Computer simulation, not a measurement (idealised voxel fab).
process module | voxel self aligned vias
cross-section cut | 290 nm wide | cells 5 nm
A cross-section is a grid of square cells, given in bands from the top down. A band is one or more rows of cells.
Each band's line starts with the height of the band's top and of its bottom, in nm. Then come its materials from left to right, each with its width in nm. One material with "throughout" fills the band from edge to edge. "air" is empty space.
Height 0 is the level under which the wafer as received is all one material. The lowest band goes on downwards, as in "0 down".
A width such as "30 to 40" changes by the same amount from each row of cells to the next, from the band's top row to its bottom row.
"no change" after a step means that no cell of the cross-section changed.
closed voids: empty space of 8 cells or more with no open way to the top, each as width x height at its distance from the left edge, in nm
after a step's settings: what the simulator itself notes on the step
overlay nm, on a step with a mask: how far to the right of its planned place the mask lay; to the left if negative
plan
1 op RECEIVE | material Si
2 op CONFORMAL_DEP | material SiO2 | thk nm 10
3 op CONFORMAL_DEP | material SiCN | thk nm 5
4 op DIRECTIONAL_DEP | material lowk | thk nm 20
5 op MASKED_ETCH | tone open | mask id LINES | width nm 25 | pitch nm 65 | etch materials lowk | depth nm 20 | overlay nm 0
6 op CONFORMAL_DEP | material TiN | thk nm 5
7 op FILL_DEP | material Ru | thk nm 10
8 op CMP | height nm 35
9 op SELECTIVE_ETCH | etch materials W Ru TiN | depth nm 5
10 op FILL_DEP | material SiN | thk nm 10
11 op CMP | height nm 35
12 op DIRECTIONAL_DEP | material lowk | thk nm 15
13 op DIRECTIONAL_DEP | material aC | thk nm 10
14 op PATTERN | tone open | mask id VIAS | material resist | width nm 45 | pitch nm 65 | thk nm 25 | overlay nm 0
15 op DIRECTIONAL_ETCH | etch materials aC | depth nm 10
16 op STRIP | etch materials resist
17 op DIRECTIONAL_ETCH | etch materials lowk | depth nm 15
18 op DIRECTIONAL_ETCH | etch materials SiN | depth nm 5
19 op STRIP | etch materials aC
20 op CONFORMAL_DEP | material TiN | thk nm 5
21 op FILL_DEP | material Ru | thk nm 5
22 op CMP | height nm 50
23 op CONFORMAL_DEP | material SiCN | thk nm 5
as received, after step 1
  0 down: Si throughout
  closed voids: none
a wafer at the end: this start, this plan, one mistake
  55 to 50: SiCN throughout
  50 to 35: lowk 90 | TiN 5 | Ru 35 | TiN 5 | lowk 20 | TiN 5 | Ru 35 | TiN 5 | lowk 90
  35 to 30: lowk 90 | TiN 45 | lowk 20 | TiN 45 | lowk 90
  30 to 20: lowk 100 | TiN 5 | Ru 15 | TiN 5 | lowk 40 | TiN 5 | Ru 15 | TiN 5 | lowk 100
  20 to 15: lowk 100 | TiN 25 | lowk 40 | TiN 25 | lowk 100
  15 to 10: SiCN throughout
  10 to 0: SiO2 throughout
  0 down: Si throughout
  closed voids: none
what went wrong: step 17 ran as: op DIRECTIONAL_ETCH | etch materials lowk | depth nm 20
